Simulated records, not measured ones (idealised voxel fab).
process module | voxel double patterning
cross-section cut | 210 nm wide | cells 5 nm
A cross-section is a grid of square cells, given in bands from the top down. A band is one or more rows of cells.
Each band's line starts with the height of the band's top and of its bottom, in nm. Then come its materials from left to right, each with its width in nm. One material with "throughout" fills the band from edge to edge. "air" is empty space.
Height 0 is the level under which the wafer as received is all one material. The lowest band goes on downwards, as in "0 down".
A width such as "30 to 40" changes by the same amount from each row of cells to the next, from the band's top row to its bottom row.
"no change" after a step means that no cell of the cross-section changed.
closed voids: empty space of 8 cells or more with no open way to the top, each as width x height at its distance from the left edge, in nm
after a step's settings: what the simulator itself notes on the step
overlay nm, on a step with a mask: how far to the right of its planned place the mask lay; to the left if negative
plan
1 op RECEIVE | material Si
2 op CONFORMAL_DEP | material SiN | thk nm 10
3 op DIRECTIONAL_DEP | material SiO2 | thk nm 10
4 op DIRECTIONAL_DEP | material SiCN | thk nm 10
5 op MASKED_ETCH | tone open | mask id FIRST | width nm 15 | pitch nm 50 | etch materials SiCN | depth nm 10 | overlay nm 0
6 op MASKED_ETCH | tone open | mask id SECOND | width nm 15 | pitch nm 50 | etch materials SiCN | depth nm 10 | overlay nm 0
7 op DIRECTIONAL_ETCH | etch materials SiO2 | depth nm 10
8 op STRIP | etch materials SiCN
as received, after step 1
  0 down: Si throughout
  closed voids: none
a wafer at the end: this start, this plan, one mistake
  20 to 10: air 45 | SiO2 15 | air 35 | SiO2 15 | air 35 | SiO2 15 | air 50
  10 to 0: SiN throughout
  0 down: Si throughout
  closed voids: none
what went wrong: step 5 ran as: op MASKED_ETCH | tone cover | mask id FIRST | width nm 15 | pitch nm 50 | etch materials SiCN | depth nm 10 | overlay nm 0
